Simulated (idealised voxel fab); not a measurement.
Herein follows the process module entitled voxel transistor to metal.
For reference, the cross-section in this document is cut, with width 300 nm and square cells of 5 nm.
In this document a cross-section is written as a grid of square cells. It is given as a series of bands, listed from the top down, and a band is one or more rows of cells. In this notation a band is specified by the heights of its top and bottom, in that order and in nm, after which its materials appear from left to right, each paired with its width in nm. The word "edge to edge" attached to a single material means that material fills the band from edge to edge; the word "air" stands for empty space. Zero point of the height axis is 0; under it, received wafer = one material. Lowest band: continues down indefinitely, "0 nm and below". Top row gets the first number, bottom row gets the second, and each row in between changes by the same step: that is how a band width like "30 to 40" works. Key: "nothing changed" - step with no changed cell in the cross-section. Empty spaces counting at least 8 cells and having no open way to the top are listed in "Cavities, sealed". The notation width x height at distance is used for each, the distance being from the left edge and all three values in nm. Formally, on a step line, whatever follows the settings is a remark that the simulator itself makes on the step. A step line may carry the setting "overlay nm", which, for steps involving a mask, states the distance by which the mask lay to the right of its intended position; negative values denote displacement to the left.
Steps in the process plan
1) op RECEIVE | material Si
2) op OXIDIZE | depth nm 5
3) op CONFORMAL_DEP | material SiN | thk nm 10
4) op MASKED_ETCH | tone cover | mask id ACTIVE | width nm 110 | pitch nm 140 | etch materials SiN | depth nm 10 | overlay nm 0
5) op MASKED_ETCH | tone cover | mask id ACTIVE | width nm 110 | pitch nm 140 | etch materials SiO2 | depth nm 5 | overlay nm 0
6) op MASKED_ETCH | tone cover | mask id ACTIVE | width nm 110 | pitch nm 140 | etch materials Si | depth nm 35 | overlay nm 0
7) op FILL_DEP | material SiO2 | thk nm 15
8) op CMP | height nm 10
9) op SELECTIVE_ETCH | etch materials SiO2 | depth nm 10
10) op STRIP | etch materials SiN
11) op SELECTIVE_ETCH | etch materials SiO2 | depth nm 5
12) op OXIDIZE | depth nm 5
13) op DIRECTIONAL_DEP | material polySi | thk nm 30
14) op DIRECTIONAL_DEP | material SiCN | thk nm 15
15) op PATTERN | tone cover | mask id GATE | material resist | width nm 20 | pitch nm 140 | thk nm 15 | overlay nm 0
16) op DIRECTIONAL_ETCH | etch materials SiCN | depth nm 25
17) op DIRECTIONAL_ETCH | etch materials polySi | depth nm 40
18) op STRIP | etch materials resist
19) op CONFORMAL_DEP | material SiO2 | thk nm 5
20) op DIRECTIONAL_ETCH | etch materials SiO2 | depth nm 5
21) op CONFORMAL_DEP | material SiN | thk nm 5
22) op DIRECTIONAL_ETCH | etch materials SiN | depth nm 5
23) op DIRECTIONAL_ETCH | etch materials SiO2 | depth nm 5
24) op DIRECTIONAL_ETCH | etch materials Si | depth nm 15
25) op EPI | material pSi | thk nm 15
26) op FILL_DEP | material SiO2 | thk nm 5
27) op CMP | height nm 40
28) op DIRECTIONAL_DEP | material SiO2 | thk nm 10
29) op MASKED_ETCH | tone open | mask id CONTACT | width nm 20 | pitch nm 70 | etch materials SiO2 | depth nm 60 | overlay nm 0
30) op CONFORMAL_DEP | material TiN | thk nm 5
31) op FILL_DEP | material W | thk nm 5
32) op CMP | height nm 50
33) op CONFORMAL_DEP | material SiCN | thk nm 5
34) op DIRECTIONAL_DEP | material SiO2 | thk nm 25
35) op MASKED_ETCH | tone open | mask id METAL_1 | width nm 20 | pitch nm 70 | etch materials SiO2 | depth nm 25 | overlay nm 0
36) op MASKED_ETCH | tone open | mask id METAL_1 | width nm 20 | pitch nm 70 | etch materials SiCN | depth nm 5 | overlay nm 0
37) op CONFORMAL_DEP | material TiN | thk nm 5
38) op FILL_DEP | material Cu | thk nm 10
39) op CMP | height nm 80
40) op EPI | material Ru | thk nm 5
41) op FILL_DEP | material SiCN | thk nm 5
Wafer, first of two, run as planned
Delivered wafer in cross-section: state after step 1
> 0 nm and below: Si edge to edge
> Cavities, sealed: none
So this is the wafer cross-section right after step 2
> 0 nm to -5 nm: SiO2 edge to edge
> Rest of section, below -5: as before.
So this is the wafer cross-section right after step 3
> 10 nm to 0 nm: SiN edge to edge
> Rest of section, below 0: as before.
So this is the wafer cross-section right after step 4
> 10 nm to 0 nm: air=25; SiN=110; air=30; SiN=110; air=25
> Rest of section, below 0: as before.
So this is the wafer cross-section right after step 5
> 10 nm to 0 nm: air=25; SiN=110; air=30; SiN=110; air=25
> 0 nm to -5 nm: air=25; SiO2=110; air=30; SiO2=110; air=25
> Rest of section, below -5: as before.
So this is the wafer cross-section right after step 6
> 10 nm to 0 nm: air=25; SiN=110; air=30; SiN=110; air=25
> 0 nm to -5 nm: air=25; SiO2=110; air=30; SiO2=110; air=25
> -5 nm to -40 nm: air=25; Si=110; air=30; Si=110; air=25
> Rest of section, below -40: as before.
So this is the wafer cross-section right after step 7
> 25 nm to 10 nm: SiO2 edge to edge
> 10 nm to 0 nm: SiO2=25; SiN=110; SiO2=30; SiN=110; SiO2=25
> 0 nm to -5 nm: SiO2 edge to edge
> -5 nm to -40 nm: SiO2=25; Si=110; SiO2=30; Si=110; SiO2=25
> Rest of section, below -40: as before.
So this is the wafer cross-section right after step 8
> 10 nm to 0 nm: SiO2=25; SiN=110; SiO2=30; SiN=110; SiO2=25
> Rest of section, below 0: as before.
So this is the wafer cross-section right after step 9
> 10 nm to 0 nm: air=25; SiN=110; air=30; SiN=110; air=25
> Rest of section, below 0: as before.
So this is the wafer cross-section right after step 10
> 0 nm to -5 nm: SiO2 edge to edge
> Rest of section, below -5: as before.
So this is the wafer cross-section right after step 11
> -5 nm to -40 nm: SiO2=25; Si=110; SiO2=30; Si=110; SiO2=25
> Rest of section, below -40: as before.
So this is the wafer cross-section right after step 12
> -5 nm to -10 nm: SiO2 edge to edge
> Rest of section, below -10: as before.
So this is the wafer cross-section right after step 13
> 25 nm to -5 nm: polySi edge to edge
> Rest of section, below -5: as before.
So this is the wafer cross-section right after step 14
> 40 nm to 25 nm: SiCN edge to edge
> Rest of section, below 25: as before.
So this is the wafer cross-section right after step 15
> 55 nm to 40 nm: air=70; resist=20; air=120; resist=20; air=70
> Rest of section, below 40: as before.
So this is the wafer cross-section right after step 16
> 55 nm to 40 nm: air=70; resist=20; air=120; resist=20; air=70
> 40 nm to 25 nm: air=70; SiCN=20; air=120; SiCN=20; air=70
> Rest of section, below 25: as before.
So this is the wafer cross-section right after step 17
> 55 nm to 40 nm: air=70; resist=20; air=120; resist=20; air=70
> 40 nm to 25 nm: air=70; SiCN=20; air=120; SiCN=20; air=70
> 25 nm to -5 nm: air=70; polySi=20; air=120; polySi=20; air=70
> Rest of section, below -5: as before.
So this is the wafer cross-section right after step 18
> 40 nm to 25 nm: air=70; SiCN=20; air=120; SiCN=20; air=70
> Rest of section, below 25: as before.
So this is the wafer cross-section right after step 19
> 45 nm to 40 nm: air=65; SiO2=30; air=110; SiO2=30; air=65
> 40 nm to 25 nm: air=65; SiO2=5; SiCN=20; SiO2=5; air=110; SiO2=5; SiCN=20; SiO2=5; air=65
> 25 nm to 0 nm: air=65; SiO2=5; polySi=20; SiO2=5; air=110; SiO2=5; polySi=20; SiO2=5; air=65
> 0 nm to -5 nm: SiO2=70; polySi=20; SiO2=120; polySi=20; SiO2=70
> Rest of section, below -5: as before.
So this is the wafer cross-section right after step 20
> 40 nm to 25 nm: air=65; SiO2=5; SiCN=20; SiO2=5; air=110; SiO2=5; SiCN=20; SiO2=5; air=65
> 25 nm to -5 nm: air=65; SiO2=5; polySi=20; SiO2=5; air=110; SiO2=5; polySi=20; SiO2=5; air=65
> Rest of section, below -5: as before.
So this is the wafer cross-section right after step 21
> 45 nm to 40 nm: air=60; SiN=40; air=100; SiN=40; air=60
> 40 nm to 25 nm: air=60; SiN=5; SiO2=5; SiCN=20; SiO2=5; SiN=5; air=100; SiN=5; SiO2=5; SiCN=20; SiO2=5; SiN=5; air=60
> 25 nm to 0 nm: air=60; SiN=5; SiO2=5; polySi=20; SiO2=5; SiN=5; air=100; SiN=5; SiO2=5; polySi=20; SiO2=5; SiN=5; air=60
> 0 nm to -5 nm: SiN=65; SiO2=5; polySi=20; SiO2=5; SiN=110; SiO2=5; polySi=20; SiO2=5; SiN=65
> Rest of section, below -5: as before.
So this is the wafer cross-section right after step 22
> 40 nm to 25 nm: air=60; SiN=5; SiO2=5; SiCN=20; SiO2=5; SiN=5; air=100; SiN=5; SiO2=5; SiCN=20; SiO2=5; SiN=5; air=60
> 25 nm to -5 nm: air=60; SiN=5; SiO2=5; polySi=20; SiO2=5; SiN=5; air=100; SiN=5; SiO2=5; polySi=20; SiO2=5; SiN=5; air=60
> Rest of section, below -5: as before.
So this is the wafer cross-section right after step 23
> 40 nm to 35 nm: air=60; SiN=5; air=5; SiCN=20; air=5; SiN=5; air=100; SiN=5; air=5; SiCN=20; air=5; SiN=5; air=60
> 35 nm to 25 nm: air=60; SiN=5; SiO2=5; SiCN=20; SiO2=5; SiN=5; air=100; SiN=5; SiO2=5; SiCN=20; SiO2=5; SiN=5; air=60
> 25 nm to -5 nm: air=60; SiN=5; SiO2=5; polySi=20; SiO2=5; SiN=5; air=100; SiN=5; SiO2=5; polySi=20; SiO2=5; SiN=5; air=60
> -5 nm to -10 nm: air=60; SiO2=40; air=100; SiO2=40; air=60
> Rest of section, below -10: as before.
So this is the wafer cross-section right after step 24
> 40 nm to 35 nm: air=60; SiN=5; air=5; SiCN=20; air=5; SiN=5; air=100; SiN=5; air=5; SiCN=20; air=5; SiN=5; air=60
> 35 nm to 25 nm: air=60; SiN=5; SiO2=5; SiCN=20; SiO2=5; SiN=5; air=100; SiN=5; SiO2=5; SiCN=20; SiO2=5; SiN=5; air=60
> 25 nm to -5 nm: air=60; SiN=5; SiO2=5; polySi=20; SiO2=5; SiN=5; air=100; SiN=5; SiO2=5; polySi=20; SiO2=5; SiN=5; air=60
> -5 nm to -10 nm: air=60; SiO2=40; air=100; SiO2=40; air=60
> -10 nm to -25 nm: SiO2=25; air=35; Si=40; air=35; SiO2=30; air=35; Si=40; air=35; SiO2=25
> Rest of section, below -25: as before.
So this is the wafer cross-section right after step 25
> 40 nm to 35 nm: air=60; SiN=5; air=5; SiCN=20; air=5; SiN=5; air=100; SiN=5; air=5; SiCN=20; air=5; SiN=5; air=60
> 35 nm to 25 nm: air=60; SiN=5; SiO2=5; SiCN=20; SiO2=5; SiN=5; air=100; SiN=5; SiO2=5; SiCN=20; SiO2=5; SiN=5; air=60
> 25 nm to 5 nm: air=60; SiN=5; SiO2=5; polySi=20; SiO2=5; SiN=5; air=100; SiN=5; SiO2=5; polySi=20; SiO2=5; SiN=5; air=60
> 5 nm to -5 nm: air=45; pSi=15; SiN=5; SiO2=5; polySi=20; SiO2=5; SiN=5; pSi=15; air=70; pSi=15; SiN=5; SiO2=5; polySi=20; SiO2=5; SiN=5; pSi=15; air=45
> -5 nm to -10 nm: air=45; pSi=15; SiO2=40; pSi=15; air=70; pSi=15; SiO2=40; pSi=15; air=45
> -10 nm to -25 nm: SiO2=25; pSi=35; Si=40; pSi=35; SiO2=30; pSi=35; Si=40; pSi=35; SiO2=25
> Rest of section, below -25: as before.
So this is the wafer cross-section right after step 26
> 45 nm to 40 nm: SiO2 edge to edge
> 40 nm to 25 nm: SiO2=60; SiN=5; SiO2=5; SiCN=20; SiO2=5; SiN=5; SiO2=100; SiN=5; SiO2=5; SiCN=20; SiO2=5; SiN=5; SiO2=60
> 25 nm to 5 nm: SiO2=60; SiN=5; SiO2=5; polySi=20; SiO2=5; SiN=5; SiO2=100; SiN=5; SiO2=5; polySi=20; SiO2=5; SiN=5; SiO2=60
> 5 nm to -5 nm: SiO2=45; pSi=15; SiN=5; SiO2=5; polySi=20; SiO2=5; SiN=5; pSi=15; SiO2=70; pSi=15; SiN=5; SiO2=5; polySi=20; SiO2=5; SiN=5; pSi=15; SiO2=45
> -5 nm to -10 nm: SiO2=45; pSi=15; SiO2=40; pSi=15; SiO2=70; pSi=15; SiO2=40; pSi=15; SiO2=45
> Rest of section, below -10: as before.
So this is the wafer cross-section right after step 27
> 40 nm to 25 nm: SiO2=60; SiN=5; SiO2=5; SiCN=20; SiO2=5; SiN=5; SiO2=100; SiN=5; SiO2=5; SiCN=20; SiO2=5; SiN=5; SiO2=60
> Rest of section, below 25: as before.
So this is the wafer cross-section right after step 28
> 50 nm to 40 nm: SiO2 edge to edge
> Rest of section, below 40: as before.
So this is the wafer cross-section right after step 29
> 50 nm to 40 nm: SiO2=35; air=20; SiO2=50; air=20; SiO2=50; air=20; SiO2=50; air=20; SiO2=35
> 40 nm to 25 nm: SiO2=35; air=20; SiO2=5; SiN=5; SiO2=5; SiCN=20; SiO2=5; SiN=5; SiO2=5; air=20; SiO2=50; air=20; SiO2=5; SiN=5; SiO2=5; SiCN=20; SiO2=5; SiN=5; SiO2=5; air=20; SiO2=35
> 25 nm to 5 nm: SiO2=35; air=20; SiO2=5; SiN=5; SiO2=5; polySi=20; SiO2=5; SiN=5; SiO2=5; air=20; SiO2=50; air=20; SiO2=5; SiN=5; SiO2=5; polySi=20; SiO2=5; SiN=5; SiO2=5; air=20; SiO2=35
> 5 nm to -5 nm: SiO2=35; air=10; pSi=15; SiN=5; SiO2=5; polySi=20; SiO2=5; SiN=5; pSi=15; air=10; SiO2=50; air=10; pSi=15; SiN=5; SiO2=5; polySi=20; SiO2=5; SiN=5; pSi=15; air=10; SiO2=35
> -5 nm to -10 nm: SiO2=35; air=10; pSi=15; SiO2=40; pSi=15; air=10; SiO2=50; air=10; pSi=15; SiO2=40; pSi=15; air=10; SiO2=35
> Rest of section, below -10: as before.
So this is the wafer cross-section right after step 30
> 55 nm to 50 nm: TiN=40; air=10; TiN=60; air=10; TiN=60; air=10; TiN=60; air=10; TiN=40
> 50 nm to 40 nm: SiO2=35; TiN=5; air=10; TiN=5; SiO2=50; TiN=5; air=10; TiN=5; SiO2=50; TiN=5; air=10; TiN=5; SiO2=50; TiN=5; air=10; TiN=5; SiO2=35
> 40 nm to 25 nm: SiO2=35; TiN=5; air=10; TiN=5; SiO2=5; SiN=5; SiO2=5; SiCN=20; SiO2=5; SiN=5; SiO2=5; TiN=5; air=10; TiN=5; SiO2=50; TiN=5; air=10; TiN=5; SiO2=5; SiN=5; SiO2=5; SiCN=20; SiO2=5; SiN=5; SiO2=5; TiN=5; air=10; TiN=5; SiO2=35
> 25 nm to 10 nm: SiO2=35; TiN=5; air=10; TiN=5; SiO2=5; SiN=5; SiO2=5; polySi=20; SiO2=5; SiN=5; SiO2=5; TiN=5; air=10; TiN=5; SiO2=50; TiN=5; air=10; TiN=5; SiO2=5; SiN=5; SiO2=5; polySi=20; SiO2=5; SiN=5; SiO2=5; TiN=5; air=10; TiN=5; SiO2=35
> 10 nm to 5 nm: SiO2=35; TiN=20; SiO2=5; SiN=5; SiO2=5; polySi=20; SiO2=5; SiN=5; SiO2=5; TiN=20; SiO2=50; TiN=20; SiO2=5; SiN=5; SiO2=5; polySi=20; SiO2=5; SiN=5; SiO2=5; TiN=20; SiO2=35
> 5 nm to -5 nm: SiO2=35; TiN=10; pSi=15; SiN=5; SiO2=5; polySi=20; SiO2=5; SiN=5; pSi=15; TiN=10; SiO2=50; TiN=10; pSi=15; SiN=5; SiO2=5; polySi=20; SiO2=5; SiN=5; pSi=15; TiN=10; SiO2=35
> -5 nm to -10 nm: SiO2=35; TiN=10; pSi=15; SiO2=40; pSi=15; TiN=10; SiO2=50; TiN=10; pSi=15; SiO2=40; pSi=15; TiN=10; SiO2=35
> Rest of section, below -10: as before.
So this is the wafer cross-section right after step 31
> 60 nm to 55 nm: W edge to edge
> 55 nm to 50 nm: TiN=40; W=10; TiN=60; W=10; TiN=60; W=10; TiN=60; W=10; TiN=40
> 50 nm to 40 nm: SiO2=35; TiN=5; W=10; TiN=5; SiO2=50; TiN=5; W=10; TiN=5; SiO2=50; TiN=5; W=10; TiN=5; SiO2=50; TiN=5; W=10; TiN=5; SiO2=35
> 40 nm to 25 nm: SiO2=35; TiN=5; W=10; TiN=5; SiO2=5; SiN=5; SiO2=5; SiCN=20; SiO2=5; SiN=5; SiO2=5; TiN=5; W=10; TiN=5; SiO2=50; TiN=5; W=10; TiN=5; SiO2=5; SiN=5; SiO2=5; SiCN=20; SiO2=5; SiN=5; SiO2=5; TiN=5; W=10; TiN=5; SiO2=35
> 25 nm to 10 nm: SiO2=35; TiN=5; W=10; TiN=5; SiO2=5; SiN=5; SiO2=5; polySi=20; SiO2=5; SiN=5; SiO2=5; TiN=5; W=10; TiN=5; SiO2=50; TiN=5; W=10; TiN=5; SiO2=5; SiN=5; SiO2=5; polySi=20; SiO2=5; SiN=5; SiO2=5; TiN=5; W=10; TiN=5; SiO2=35
> Rest of section, below 10: as before.
So this is the wafer cross-section right after step 32
> 50 nm to 40 nm: SiO2=35; TiN=5; W=10; TiN=5; SiO2=50; TiN=5; W=10; TiN=5; SiO2=50; TiN=5; W=10; TiN=5; SiO2=50; TiN=5; W=10; TiN=5; SiO2=35
> Rest of section, below 40: as before.
So this is the wafer cross-section right after step 33
> 55 nm to 50 nm: SiCN edge to edge
> Rest of section, below 50: as before.
So this is the wafer cross-section right after step 34
> 80 nm to 55 nm: SiO2 edge to edge
> Rest of section, below 55: as before.
So this is the wafer cross-section right after step 35
> 80 nm to 55 nm: SiO2=35; air=20; SiO2=50; air=20; SiO2=50; air=20; SiO2=50; air=20; SiO2=35
> Rest of section, below 55: as before.
So this is the wafer cross-section right after step 36
> 80 nm to 55 nm: SiO2=35; air=20; SiO2=50; air=20; SiO2=50; air=20; SiO2=50; air=20; SiO2=35
> 55 nm to 50 nm: SiCN=35; air=20; SiCN=50; air=20; SiCN=50; air=20; SiCN=50; air=20; SiCN=35
> Rest of section, below 50: as before.
So this is the wafer cross-section right after step 37
> 85 nm to 80 nm: TiN=40; air=10; TiN=60; air=10; TiN=60; air=10; TiN=60; air=10; TiN=40
> 80 nm to 55 nm: SiO2=35; TiN=5; air=10; TiN=5; SiO2=50; TiN=5; air=10; TiN=5; SiO2=50; TiN=5; air=10; TiN=5; SiO2=50; TiN=5; air=10; TiN=5; SiO2=35
> 55 nm to 50 nm: SiCN=35; TiN=20; SiCN=50; TiN=20; SiCN=50; TiN=20; SiCN=50; TiN=20; SiCN=35
> Rest of section, below 50: as before.
So this is the wafer cross-section right after step 38
> 95 nm to 85 nm: Cu edge to edge
> 85 nm to 80 nm: TiN=40; Cu=10; TiN=60; Cu=10; TiN=60; Cu=10; TiN=60; Cu=10; TiN=40
> 80 nm to 55 nm: SiO2=35; TiN=5; Cu=10; TiN=5; SiO2=50; TiN=5; Cu=10; TiN=5; SiO2=50; TiN=5; Cu=10; TiN=5; SiO2=50; TiN=5; Cu=10; TiN=5; SiO2=35
> Rest of section, below 55: as before.
So this is the wafer cross-section right after step 39
> 80 nm to 55 nm: SiO2=35; TiN=5; Cu=10; TiN=5; SiO2=50; TiN=5; Cu=10; TiN=5; SiO2=50; TiN=5; Cu=10; TiN=5; SiO2=50; TiN=5; Cu=10; TiN=5; SiO2=35
> Rest of section, below 55: as before.
So this is the wafer cross-section right after step 40
> 85 nm to 80 nm: air=30; Ru=30; air=40; Ru=30; air=40; Ru=30; air=40; Ru=30; air=30
> Rest of section, below 80: as before.
So this is the wafer cross-section right after step 41
> 90 nm to 85 nm: SiCN edge to edge
> 85 nm to 80 nm: SiCN=30; Ru=30; SiCN=40; Ru=30; SiCN=40; Ru=30; SiCN=40; Ru=30; SiCN=30
> Rest of section, below 80: as before.
Second wafer, same starting conditions and recipe as the first, one mistake in executing it, nothing differs from the first up to and including step 23
Cross-section of the second wafer at the time step 24 of the plan should have ended
> 40 nm to 35 nm: air=60; SiN=5; air=5; SiCN=20; air=5; SiN=5; air=100; SiN=5; air=5; SiCN=20; air=5; SiN=5; air=60
> 35 nm to 25 nm: air=60; SiN=5; SiO2=5; SiCN=20; SiO2=5; SiN=5; air=100; SiN=5; SiO2=5; SiCN=20; SiO2=5; SiN=5; air=60
> 25 nm to -5 nm: air=60; SiN=5; SiO2=5; polySi=20; SiO2=5; SiN=5; air=100; SiN=5; SiO2=5; polySi=20; SiO2=5; SiN=5; air=60
> -5 nm to -10 nm: air=60; SiO2=40; air=100; SiO2=40; air=60
> -10 nm to -40 nm: SiO2=25; air=35; Si=40; air=35; SiO2=30; air=35; Si=40; air=35; SiO2=25
> Rest of section, below -40: as before.
Cross-section of the second wafer at the time step 25 of the plan should have ended
> 40 nm to 35 nm: air=60; SiN=5; air=5; SiCN=20; air=5; SiN=5; air=100; SiN=5; air=5; SiCN=20; air=5; SiN=5; air=60
> 35 nm to 25 nm: air=60; SiN=5; SiO2=5; SiCN=20; SiO2=5; SiN=5; air=100; SiN=5; SiO2=5; SiCN=20; SiO2=5; SiN=5; air=60
> 25 nm to 5 nm: air=60; SiN=5; SiO2=5; polySi=20; SiO2=5; SiN=5; air=100; SiN=5; SiO2=5; polySi=20; SiO2=5; SiN=5; air=60
> 5 nm to -5 nm: air=45; pSi=15; SiN=5; SiO2=5; polySi=20; SiO2=5; SiN=5; pSi=15; air=70; pSi=15; SiN=5; SiO2=5; polySi=20; SiO2=5; SiN=5; pSi=15; air=45
> -5 nm to -10 nm: air=45; pSi=15; SiO2=40; pSi=15; air=70; pSi=15; SiO2=40; pSi=15; air=45
> -10 nm to -25 nm: SiO2=25; air=20; pSi=15; Si=40; pSi=15; air=20; SiO2=30; air=20; pSi=15; Si=40; pSi=15; air=20; SiO2=25
> -25 nm to -40 nm: SiO2=25; pSi=35; Si=40; pSi=35; SiO2=30; pSi=35; Si=40; pSi=35; SiO2=25
> Rest of section, below -40: as before.
Cross-section of the second wafer at the time step 26 of the plan should have ended
> 45 nm to 40 nm: SiO2 edge to edge
> 40 nm to 25 nm: SiO2=60; SiN=5; SiO2=5; SiCN=20; SiO2=5; SiN=5; SiO2=100; SiN=5; SiO2=5; SiCN=20; SiO2=5; SiN=5; SiO2=60
> 25 nm to 5 nm: SiO2=60; SiN=5; SiO2=5; polySi=20; SiO2=5; SiN=5; SiO2=100; SiN=5; SiO2=5; polySi=20; SiO2=5; SiN=5; SiO2=60
> 5 nm to -5 nm: SiO2=45; pSi=15; SiN=5; SiO2=5; polySi=20; SiO2=5; SiN=5; pSi=15; SiO2=70; pSi=15; SiN=5; SiO2=5; polySi=20; SiO2=5; SiN=5; pSi=15; SiO2=45
> -5 nm to -10 nm: SiO2=45; pSi=15; SiO2=40; pSi=15; SiO2=70; pSi=15; SiO2=40; pSi=15; SiO2=45
> -10 nm to -25 nm: SiO2=45; pSi=15; Si=40; pSi=15; SiO2=70; pSi=15; Si=40; pSi=15; SiO2=45
> Rest of section, below -25: as before.
Cross-section of the second wafer at the time step 27 of the plan should have ended
> 40 nm to 25 nm: SiO2=60; SiN=5; SiO2=5; SiCN=20; SiO2=5; SiN=5; SiO2=100; SiN=5; SiO2=5; SiCN=20; SiO2=5; SiN=5; SiO2=60
> Rest of section, below 25: as before.
Cross-section of the second wafer at the time step 28 of the plan should have ended
> 50 nm to 40 nm: SiO2 edge to edge
> Rest of section, below 40: as before.
Cross-section of the second wafer at the time step 29 of the plan should have ended
> 50 nm to 40 nm: SiO2=35; air=20; SiO2=50; air=20; SiO2=50; air=20; SiO2=50; air=20; SiO2=35
> 40 nm to 25 nm: SiO2=35; air=20; SiO2=5; SiN=5; SiO2=5; SiCN=20; SiO2=5; SiN=5; SiO2=5; air=20; SiO2=50; air=20; SiO2=5; SiN=5; SiO2=5; SiCN=20; SiO2=5; SiN=5; SiO2=5; air=20; SiO2=35
> 25 nm to 5 nm: SiO2=35; air=20; SiO2=5; SiN=5; SiO2=5; polySi=20; SiO2=5; SiN=5; SiO2=5; air=20; SiO2=50; air=20; SiO2=5; SiN=5; SiO2=5; polySi=20; SiO2=5; SiN=5; SiO2=5; air=20; SiO2=35
> 5 nm to -5 nm: SiO2=35; air=10; pSi=15; SiN=5; SiO2=5; polySi=20; SiO2=5; SiN=5; pSi=15; air=10; SiO2=50; air=10; pSi=15; SiN=5; SiO2=5; polySi=20; SiO2=5; SiN=5; pSi=15; air=10; SiO2=35
> -5 nm to -10 nm: SiO2=35; air=10; pSi=15; SiO2=40; pSi=15; air=10; SiO2=50; air=10; pSi=15; SiO2=40; pSi=15; air=10; SiO2=35
> Rest of section, below -10: as before.
Cross-section of the second wafer at the time step 30 of the plan should have ended
> 55 nm to 50 nm: TiN=40; air=10; TiN=60; air=10; TiN=60; air=10; TiN=60; air=10; TiN=40
> 50 nm to 40 nm: SiO2=35; TiN=5; air=10; TiN=5; SiO2=50; TiN=5; air=10; TiN=5; SiO2=50; TiN=5; air=10; TiN=5; SiO2=50; TiN=5; air=10; TiN=5; SiO2=35
> 40 nm to 25 nm: SiO2=35; TiN=5; air=10; TiN=5; SiO2=5; SiN=5; SiO2=5; SiCN=20; SiO2=5; SiN=5; SiO2=5; TiN=5; air=10; TiN=5; SiO2=50; TiN=5; air=10; TiN=5; SiO2=5; SiN=5; SiO2=5; SiCN=20; SiO2=5; SiN=5; SiO2=5; TiN=5; air=10; TiN=5; SiO2=35
> 25 nm to 10 nm: SiO2=35; TiN=5; air=10; TiN=5; SiO2=5; SiN=5; SiO2=5; polySi=20; SiO2=5; SiN=5; SiO2=5; TiN=5; air=10; TiN=5; SiO2=50; TiN=5; air=10; TiN=5; SiO2=5; SiN=5; SiO2=5; polySi=20; SiO2=5; SiN=5; SiO2=5; TiN=5; air=10; TiN=5; SiO2=35
> 10 nm to 5 nm: SiO2=35; TiN=20; SiO2=5; SiN=5; SiO2=5; polySi=20; SiO2=5; SiN=5; SiO2=5; TiN=20; SiO2=50; TiN=20; SiO2=5; SiN=5; SiO2=5; polySi=20; SiO2=5; SiN=5; SiO2=5; TiN=20; SiO2=35
> 5 nm to -5 nm: SiO2=35; TiN=10; pSi=15; SiN=5; SiO2=5; polySi=20; SiO2=5; SiN=5; pSi=15; TiN=10; SiO2=50; TiN=10; pSi=15; SiN=5; SiO2=5; polySi=20; SiO2=5; SiN=5; pSi=15; TiN=10; SiO2=35
> -5 nm to -10 nm: SiO2=35; TiN=10; pSi=15; SiO2=40; pSi=15; TiN=10; SiO2=50; TiN=10; pSi=15; SiO2=40; pSi=15; TiN=10; SiO2=35
> Rest of section, below -10: as before.
Cross-section of the second wafer at the time step 31 of the plan should have ended
> 60 nm to 55 nm: W edge to edge
> 55 nm to 50 nm: TiN=40; W=10; TiN=60; W=10; TiN=60; W=10; TiN=60; W=10; TiN=40
> 50 nm to 40 nm: SiO2=35; TiN=5; W=10; TiN=5; SiO2=50; TiN=5; W=10; TiN=5; SiO2=50; TiN=5; W=10; TiN=5; SiO2=50; TiN=5; W=10; TiN=5; SiO2=35
> 40 nm to 25 nm: SiO2=35; TiN=5; W=10; TiN=5; SiO2=5; SiN=5; SiO2=5; SiCN=20; SiO2=5; SiN=5; SiO2=5; TiN=5; W=10; TiN=5; SiO2=50; TiN=5; W=10; TiN=5; SiO2=5; SiN=5; SiO2=5; SiCN=20; SiO2=5; SiN=5; SiO2=5; TiN=5; W=10; TiN=5; SiO2=35
> 25 nm to 10 nm: SiO2=35; TiN=5; W=10; TiN=5; SiO2=5; SiN=5; SiO2=5; polySi=20; SiO2=5; SiN=5; SiO2=5; TiN=5; W=10; TiN=5; SiO2=50; TiN=5; W=10; TiN=5; SiO2=5; SiN=5; SiO2=5; polySi=20; SiO2=5; SiN=5; SiO2=5; TiN=5; W=10; TiN=5; SiO2=35
> Rest of section, below 10: as before.
Cross-section of the second wafer at the time step 32 of the plan should have ended
> 50 nm to 40 nm: SiO2=35; TiN=5; W=10; TiN=5; SiO2=50; TiN=5; W=10; TiN=5; SiO2=50; TiN=5; W=10; TiN=5; SiO2=50; TiN=5; W=10; TiN=5; SiO2=35
> Rest of section, below 40: as before.
Cross-section of the second wafer at the time step 33 of the plan should have ended
> 55 nm to 50 nm: SiCN edge to edge
> Rest of section, below 50: as before.
Cross-section of the second wafer at the time step 34 of the plan should have ended
> 80 nm to 55 nm: SiO2 edge to edge
> Rest of section, below 55: as before.
Cross-section of the second wafer at the time step 35 of the plan should have ended
> 80 nm to 55 nm: SiO2=35; air=20; SiO2=50; air=20; SiO2=50; air=20; SiO2=50; air=20; SiO2=35
> Rest of section, below 55: as before.
Cross-section of the second wafer at the time step 36 of the plan should have ended
> 80 nm to 55 nm: SiO2=35; air=20; SiO2=50; air=20; SiO2=50; air=20; SiO2=50; air=20; SiO2=35
> 55 nm to 50 nm: SiCN=35; air=20; SiCN=50; air=20; SiCN=50; air=20; SiCN=50; air=20; SiCN=35
> Rest of section, below 50: as before.
Cross-section of the second wafer at the time step 37 of the plan should have ended
> 85 nm to 80 nm: TiN=40; air=10; TiN=60; air=10; TiN=60; air=10; TiN=60; air=10; TiN=40
> 80 nm to 55 nm: SiO2=35; TiN=5; air=10; TiN=5; SiO2=50; TiN=5; air=10; TiN=5; SiO2=50; TiN=5; air=10; TiN=5; SiO2=50; TiN=5; air=10; TiN=5; SiO2=35
> 55 nm to 50 nm: SiCN=35; TiN=20; SiCN=50; TiN=20; SiCN=50; TiN=20; SiCN=50; TiN=20; SiCN=35
> Rest of section, below 50: as before.
Cross-section of the second wafer at the time step 38 of the plan should have ended
> 95 nm to 85 nm: Cu edge to edge
> 85 nm to 80 nm: TiN=40; Cu=10; TiN=60; Cu=10; TiN=60; Cu=10; TiN=60; Cu=10; TiN=40
> 80 nm to 55 nm: SiO2=35; TiN=5; Cu=10; TiN=5; SiO2=50; TiN=5; Cu=10; TiN=5; SiO2=50; TiN=5; Cu=10; TiN=5; SiO2=50; TiN=5; Cu=10; TiN=5; SiO2=35
> Rest of section, below 55: as before.
Cross-section of the second wafer at the time step 39 of the plan should have ended
> 80 nm to 55 nm: SiO2=35; TiN=5; Cu=10; TiN=5; SiO2=50; TiN=5; Cu=10; TiN=5; SiO2=50; TiN=5; Cu=10; TiN=5; SiO2=50; TiN=5; Cu=10; TiN=5; SiO2=35
> Rest of section, below 55: as before.
Cross-section of the second wafer at the time step 40 of the plan should have ended
> 85 nm to 80 nm: air=30; Ru=30; air=40; Ru=30; air=40; Ru=30; air=40; Ru=30; air=30
> Rest of section, below 80: as before.
Cross-section of the second wafer at the time step 41 of the plan should have ended
> 90 nm to 85 nm: SiCN edge to edge
> 85 nm to 80 nm: SiCN=30; Ru=30; SiCN=40; Ru=30; SiCN=40; Ru=30; SiCN=40; Ru=30; SiCN=30
> Rest of section, below 80: as before.
Here's what went sideways: step 24 was run twice
Final comparison by cell count, materials where the second wafer has more or fewer than the first: Si: 84 fewer | SiO2: 48 more | pSi: 36 more
